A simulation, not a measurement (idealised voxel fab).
Title: Process Module voxel capacitor over wiring
cross-section cut | 280 nm wide | cells 5 nm
If you're reading a cross-section in this doc, picture square cells in a grid; it comes to you as bands, top ones listed first down to the bottom, and a band can be one or more rows of cells.
Quick guide to a band line: top height, bottom height (nm) up front; then every material left to right with its width in nm. Only one material and it's marked "edge to edge"? Then it fills the band edge to edge. And "empty" just means empty space.
The level at which height equals 0 is the one under which the wafer, as it arrives, is entirely one material. No lower edge exists for the bottom band, which continues downward and is notated as in "from 0 down".
The width entry "30 to 40" should be interpreted row by row: the top row of cells in the band takes the first number, the bottom row takes the second number, and the change between adjacent rows is uniform throughout.
You'll sometimes find "same as before" written for a step, and that's the way of saying that nowhere in the cross-section did a cell change during that step.
Empty spaces without an open route to the top, at least 8 cells in extent, make up the entry "Cavities, closed"; each is given as width x height at distance, where the distance is measured from the left edge, and all are in nm.
Past the settings on a step's line: simulator remark, on that step.
The line of a step may include "overlay nm". On a step with a mask, this value is how far to the right of its planned place the mask lay. A negative value means the mask lay to the left.
# Listed below are the process steps as planned
| 1 | RECEIVE with material Si |
| 2 | CONFORMAL_DEP with material SiO2, thk nm 10 |
| 3 | CONFORMAL_DEP with material SiCN, thk nm 5 |
| 4 | DIRECTIONAL_DEP with material lowk, thk nm 25 |
| 5 | PATTERN with tone open, mask id METAL_1, material resist, width nm 25, pitch nm 90, thk nm 15, overlay nm 0 |
| 6 | DIRECTIONAL_ETCH with etch materials lowk, depth nm 25 |
| 7 | DIRECTIONAL_ETCH with etch materials SiCN, depth nm 5 |
| 8 | STRIP with etch materials resist |
| 9 | CONFORMAL_DEP with material TiN, thk nm 5 |
| 10 | FILL_DEP with material Cu, thk nm 10 |
| 11 | CMP with height nm 40 |
| 12 | CONFORMAL_DEP with material SiCN, thk nm 5 |
| 13 | DIRECTIONAL_DEP with material SiO2, thk nm 15 |
| 14 | DIRECTIONAL_DEP with material aC, thk nm 10 |
| 15 | PATTERN with tone open, mask id PLUG_1, material resist, width nm 15, thk nm 30, overlay nm 0 |
| 16 | DIRECTIONAL_ETCH with etch materials aC, depth nm 10 |
| 17 | STRIP with etch materials resist |
| 18 | DIRECTIONAL_ETCH with etch materials SiO2, depth nm 15 |
| 19 | DIRECTIONAL_ETCH with etch materials SiCN, depth nm 5 |
| 20 | STRIP with etch materials aC |
| 21 | EPI with material Ru, thk nm 10 |
| 22 | EPI with material Ru, thk nm 10 |
| 23 | DIRECTIONAL_DEP with material TiN, thk nm 10 |
| 24 | DIRECTIONAL_DEP with material HfO2, thk nm 5 |
| 25 | DIRECTIONAL_DEP with material TiN, thk nm 10 |
| 26 | MASKED_ETCH with tone cover, mask id UPPER_PLATE, width nm 70, etch materials TiN, depth nm 10, overlay nm 0 |
| 27 | MASKED_ETCH with tone cover, mask id UPPER_PLATE, width nm 70, etch materials HfO2, depth nm 5, overlay nm 0 |
| 28 | MASKED_ETCH with tone cover, mask id LOWER_PLATE, width nm 80, etch materials TiN, depth nm 10, overlay nm 0 |
| 29 | FILL_DEP with material SiO2, thk nm 20 |
| 30 | CMP with height nm 100 |
| 31 | PATTERN with tone open, mask id PLUG_2, material resist, width nm 15, thk nm 20, overlay nm 0 |
| 32 | DIRECTIONAL_ETCH with etch materials SiO2, depth nm 15 |
| 33 | STRIP with etch materials resist |
| 34 | CONFORMAL_DEP with material TiN, thk nm 5 |
| 35 | FILL_DEP with material Ru, thk nm 5 |
| 36 | CMP with height nm 100 |
| 37 | CONFORMAL_DEP with material SiN, thk nm 5 |
# On the first of the two wafers: run conducted according to plan
# Incoming wafer, cross-sectional view, post step 1
- from 0 down  Si edge to edge
- Cavities, closed: none
# Sectional view: wafer, after step 2
- from 10 to 0  SiO2 edge to edge
- Anything lower than 0 is untouched.
# Sectional view: wafer, after step 3
- from 15 to 10  SiCN edge to edge
- Anything lower than 10 is untouched.
# Sectional view: wafer, after step 4
- from 40 to 15  lowk edge to edge
- Anything lower than 15 is untouched.
# Sectional view: wafer, after step 5
- from 55 to 40  resist (80), then empty (25), then resist (65), then empty (25), then resist (85)
- Anything lower than 40 is untouched.
# Sectional view: wafer, after step 6
- from 55 to 40  resist (80), then empty (25), then resist (65), then empty (25), then resist (85)
- from 40 to 15  lowk (80), then empty (25), then lowk (65), then empty (25), then lowk (85)
- Anything lower than 15 is untouched.
# Sectional view: wafer, after step 7
- from 55 to 40  resist (80), then empty (25), then resist (65), then empty (25), then resist (85)
- from 40 to 15  lowk (80), then empty (25), then lowk (65), then empty (25), then lowk (85)
- from 15 to 10  SiCN (80), then empty (25), then SiCN (65), then empty (25), then SiCN (85)
- Anything lower than 10 is untouched.
# Sectional view: wafer, after step 8
- from 40 to 15  lowk (80), then empty (25), then lowk (65), then empty (25), then lowk (85)
- Anything lower than 15 is untouched.
# Sectional view: wafer, after step 9
- from 45 to 40  TiN (85), then empty (15), then TiN (75), then empty (15), then TiN (90)
- from 40 to 15  lowk (80), then TiN (5), then empty (15), then TiN (5), then lowk (65), then TiN (5), then empty (15), then TiN (5), then lowk (85)
- from 15 to 10  SiCN (80), then TiN (25), then SiCN (65), then TiN (25), then SiCN (85)
- Anything lower than 10 is untouched.
# Sectional view: wafer, after step 10
- from 55 to 45  Cu edge to edge
- from 45 to 40  TiN (85), then Cu (15), then TiN (75), then Cu (15), then TiN (90)
- from 40 to 15  lowk (80), then TiN (5), then Cu (15), then TiN (5), then lowk (65), then TiN (5), then Cu (15), then TiN (5), then lowk (85)
- Anything lower than 15 is untouched.
# Sectional view: wafer, after step 11
- from 40 to 15  lowk (80), then TiN (5), then Cu (15), then TiN (5), then lowk (65), then TiN (5), then Cu (15), then TiN (5), then lowk (85)
- Anything lower than 15 is untouched.
# Sectional view: wafer, after step 12
- from 45 to 40  SiCN edge to edge
- Anything lower than 40 is untouched.
# Sectional view: wafer, after step 13
- from 60 to 45  SiO2 edge to edge
- Anything lower than 45 is untouched.
# Sectional view: wafer, after step 14
- from 70 to 60  aC edge to edge
- Anything lower than 60 is untouched.
# Sectional view: wafer, after step 15
- from 100 to 70  resist (90), then empty (15), then resist (175)
- Anything lower than 70 is untouched.
# Sectional view: wafer, after step 16
- from 90 to 70  resist (90), then empty (15), then resist (175)
- from 70 to 60  aC (90), then empty (15), then aC (175)
- Anything lower than 60 is untouched.
# Sectional view: wafer, after step 17
- from 70 to 60  aC (90), then empty (15), then aC (175)
- Anything lower than 60 is untouched.
# Sectional view: wafer, after step 18
- from 70 to 60  aC (90), then empty (15), then aC (175)
- from 60 to 45  SiO2 (90), then empty (15), then SiO2 (175)
- Anything lower than 45 is untouched.
# Sectional view: wafer, after step 19
- from 70 to 60  aC (90), then empty (15), then aC (175)
- from 60 to 45  SiO2 (90), then empty (15), then SiO2 (175)
- from 45 to 40  SiCN (90), then empty (15), then SiCN (175)
- Anything lower than 40 is untouched.
# Sectional view: wafer, after step 20
- from 60 to 45  SiO2 (90), then empty (15), then SiO2 (175)
- Anything lower than 45 is untouched.
# Sectional view: wafer, after step 21
- from 60 to 50  SiO2 (90), then empty (15), then SiO2 (175)
- from 50 to 45  SiO2 (90), then Ru (15), then SiO2 (175)
- from 45 to 40  SiCN (90), then Ru (15), then SiCN (175)
- Anything lower than 40 is untouched.
# Sectional view: wafer, after step 22
- from 60 to 45  SiO2 (90), then Ru (15), then SiO2 (175)
- Anything lower than 45 is untouched.
# Sectional view: wafer, after step 23
- from 70 to 60  TiN edge to edge
- Anything lower than 60 is untouched.
# Sectional view: wafer, after step 24
- from 75 to 70  HfO2 edge to edge
- Anything lower than 70 is untouched.
# Sectional view: wafer, after step 25
- from 85 to 75  TiN edge to edge
- Anything lower than 75 is untouched.
# Sectional view: wafer, after step 26
- from 85 to 75  empty (90), then TiN (70), then empty (120)
- Anything lower than 75 is untouched.
# Sectional view: wafer, after step 27
- from 85 to 75  empty (90), then TiN (70), then empty (120)
- from 75 to 70  empty (90), then HfO2 (70), then empty (120)
- Anything lower than 70 is untouched.
# Sectional view: wafer, after step 28
- from 85 to 75  empty (90), then TiN (70), then empty (120)
- from 75 to 70  empty (90), then HfO2 (70), then empty (120)
- from 70 to 60  empty (85), then TiN (80), then empty (115)
- Anything lower than 60 is untouched.
# Sectional view: wafer, after step 29
- from 105 to 85  SiO2 edge to edge
- from 85 to 75  SiO2 (90), then TiN (70), then SiO2 (120)
- from 75 to 70  SiO2 (90), then HfO2 (70), then SiO2 (120)
- from 70 to 60  SiO2 (85), then TiN (80), then SiO2 (115)
- Anything lower than 60 is untouched.
# Sectional view: wafer, after step 30
- from 100 to 85  SiO2 edge to edge
- Anything lower than 85 is untouched.
# Sectional view: wafer, after step 31
- from 120 to 100  resist (100), then empty (15), then resist (165)
- Anything lower than 100 is untouched.
# Sectional view: wafer, after step 32
- from 120 to 100  resist (100), then empty (15), then resist (165)
- from 100 to 85  SiO2 (100), then empty (15), then SiO2 (165)
- Anything lower than 85 is untouched.
# Sectional view: wafer, after step 33
- from 100 to 85  SiO2 (100), then empty (15), then SiO2 (165)
- Anything lower than 85 is untouched.
# Sectional view: wafer, after step 34
- from 105 to 100  TiN (105), then empty (5), then TiN (170)
- from 100 to 90  SiO2 (100), then TiN (5), then empty (5), then TiN (5), then SiO2 (165)
- from 90 to 85  SiO2 (100), then TiN (15), then SiO2 (165)
- Anything lower than 85 is untouched.
# Sectional view: wafer, after step 35
- from 110 to 105  Ru edge to edge
- from 105 to 100  TiN (105), then Ru (5), then TiN (170)
- from 100 to 90  SiO2 (100), then TiN (5), then Ru (5), then TiN (5), then SiO2 (165)
- Anything lower than 90 is untouched.
# Sectional view: wafer, after step 36
- from 100 to 90  SiO2 (100), then TiN (5), then Ru (5), then TiN (5), then SiO2 (165)
- Anything lower than 90 is untouched.
# Sectional view: wafer, after step 37
- from 105 to 100  SiN edge to edge
- Anything lower than 100 is untouched.
# Okay, second wafer. Nothing different at the start, nothing different in the plan, just one mistake somewhere in the running. As far as step 2, counting that step, it's the first wafer all over again
# Planned end of step 3: second wafer, cross-section
- from 35 to 10  lowk edge to edge
- Anything lower than 10 is untouched.
# Planned end of step 4: second wafer, cross-section
- from 40 to 35  SiCN edge to edge
- Anything lower than 35 is untouched.
# Planned end of step 5: second wafer, cross-section
- from 55 to 40  resist (80), then empty (25), then resist (65), then empty (25), then resist (85)
- Anything lower than 40 is untouched.
Planned end of step 6: second wafer, cross-section: same as before
# Planned end of step 7: second wafer, cross-section
- from 55 to 40  resist (80), then empty (25), then resist (65), then empty (25), then resist (85)
- from 40 to 35  SiCN (80), then empty (25), then SiCN (65), then empty (25), then SiCN (85)
- Anything lower than 35 is untouched.
# Planned end of step 8: second wafer, cross-section
- from 40 to 35  SiCN (80), then empty (25), then SiCN (65), then empty (25), then SiCN (85)
- Anything lower than 35 is untouched.
# Planned end of step 9: second wafer, cross-section
- from 45 to 40  TiN (85), then empty (15), then TiN (75), then empty (15), then TiN (90)
- from 40 to 35  SiCN (80), then TiN (25), then SiCN (65), then TiN (25), then SiCN (85)
- Anything lower than 35 is untouched.
# Planned end of step 10: second wafer, cross-section
- from 55 to 45  Cu edge to edge
- from 45 to 40  TiN (85), then Cu (15), then TiN (75), then Cu (15), then TiN (90)
- Anything lower than 40 is untouched.
# Planned end of step 11: second wafer, cross-section
- from 40 to 35  SiCN (80), then TiN (25), then SiCN (65), then TiN (25), then SiCN (85)
- Anything lower than 35 is untouched.
# Planned end of step 12: second wafer, cross-section
- from 45 to 40  SiCN edge to edge
- Anything lower than 40 is untouched.
# Planned end of step 13: second wafer, cross-section
- from 60 to 45  SiO2 edge to edge
- Anything lower than 45 is untouched.
# Planned end of step 14: second wafer, cross-section
- from 70 to 60  aC edge to edge
- Anything lower than 60 is untouched.
# Planned end of step 15: second wafer, cross-section
- from 100 to 70  resist (90), then empty (15), then resist (175)
- Anything lower than 70 is untouched.
# Planned end of step 16: second wafer, cross-section
- from 90 to 70  resist (90), then empty (15), then resist (175)
- from 70 to 60  aC (90), then empty (15), then aC (175)
- Anything lower than 60 is untouched.
# Planned end of step 17: second wafer, cross-section
- from 70 to 60  aC (90), then empty (15), then aC (175)
- Anything lower than 60 is untouched.
# Planned end of step 18: second wafer, cross-section
- from 70 to 60  aC (90), then empty (15), then aC (175)
- from 60 to 45  SiO2 (90), then empty (15), then SiO2 (175)
- Anything lower than 45 is untouched.
# Planned end of step 19: second wafer, cross-section
- from 70 to 60  aC (90), then empty (15), then aC (175)
- from 60 to 45  SiO2 (90), then empty (15), then SiO2 (175)
- from 45 to 40  SiCN (90), then empty (15), then SiCN (175)
- Anything lower than 40 is untouched.
# Planned end of step 20: second wafer, cross-section
- from 60 to 45  SiO2 (90), then empty (15), then SiO2 (175)
- Anything lower than 45 is untouched.
# Planned end of step 21: second wafer, cross-section
- from 60 to 50  SiO2 (90), then empty (15), then SiO2 (175)
- from 50 to 45  SiO2 (90), then Ru (15), then SiO2 (175)
- from 45 to 40  SiCN (90), then Ru (15), then SiCN (175)
- Anything lower than 40 is untouched.
# Planned end of step 22: second wafer, cross-section
- from 60 to 45  SiO2 (90), then Ru (15), then SiO2 (175)
- Anything lower than 45 is untouched.
# Planned end of step 23: second wafer, cross-section
- from 70 to 60  TiN edge to edge
- Anything lower than 60 is untouched.
# Planned end of step 24: second wafer, cross-section
- from 75 to 70  HfO2 edge to edge
- Anything lower than 70 is untouched.
# Planned end of step 25: second wafer, cross-section
- from 85 to 75  TiN edge to edge
- Anything lower than 75 is untouched.
# Planned end of step 26: second wafer, cross-section
- from 85 to 75  empty (90), then TiN (70), then empty (120)
- Anything lower than 75 is untouched.
# Planned end of step 27: second wafer, cross-section
- from 85 to 75  empty (90), then TiN (70), then empty (120)
- from 75 to 70  empty (90), then HfO2 (70), then empty (120)
- Anything lower than 70 is untouched.
# Planned end of step 28: second wafer, cross-section
- from 85 to 75  empty (90), then TiN (70), then empty (120)
- from 75 to 70  empty (90), then HfO2 (70), then empty (120)
- from 70 to 60  empty (85), then TiN (80), then empty (115)
- Anything lower than 60 is untouched.
# Planned end of step 29: second wafer, cross-section
- from 105 to 85  SiO2 edge to edge
- from 85 to 75  SiO2 (90), then TiN (70), then SiO2 (120)
- from 75 to 70  SiO2 (90), then HfO2 (70), then SiO2 (120)
- from 70 to 60  SiO2 (85), then TiN (80), then SiO2 (115)
- Anything lower than 60 is untouched.
# Planned end of step 30: second wafer, cross-section
- from 100 to 85  SiO2 edge to edge
- Anything lower than 85 is untouched.
# Planned end of step 31: second wafer, cross-section
- from 120 to 100  resist (100), then empty (15), then resist (165)
- Anything lower than 100 is untouched.
# Planned end of step 32: second wafer, cross-section
- from 120 to 100  resist (100), then empty (15), then resist (165)
- from 100 to 85  SiO2 (100), then empty (15), then SiO2 (165)
- Anything lower than 85 is untouched.
# Planned end of step 33: second wafer, cross-section
- from 100 to 85  SiO2 (100), then empty (15), then SiO2 (165)
- Anything lower than 85 is untouched.
# Planned end of step 34: second wafer, cross-section
- from 105 to 100  TiN (105), then empty (5), then TiN (170)
- from 100 to 90  SiO2 (100), then TiN (5), then empty (5), then TiN (5), then SiO2 (165)
- from 90 to 85  SiO2 (100), then TiN (15), then SiO2 (165)
- Anything lower than 85 is untouched.
# Planned end of step 35: second wafer, cross-section
- from 110 to 105  Ru edge to edge
- from 105 to 100  TiN (105), then Ru (5), then TiN (170)
- from 100 to 90  SiO2 (100), then TiN (5), then Ru (5), then TiN (5), then SiO2 (165)
- Anything lower than 90 is untouched.
# Planned end of step 36: second wafer, cross-section
- from 100 to 90  SiO2 (100), then TiN (5), then Ru (5), then TiN (5), then SiO2 (165)
- Anything lower than 90 is untouched.
# Planned end of step 37: second wafer, cross-section
- from 105 to 100  SiN edge to edge
- Anything lower than 100 is untouched.
What was the processing mistake? the executed order of steps 3 and 4 is the reverse of that specified in the plan, each step having taken the other's position
The closing comparison, in cells, has the second wafer with more or fewer of some materials than the first: Cu: 30 fewer; TiN: 20 fewer; lowk: 50 more
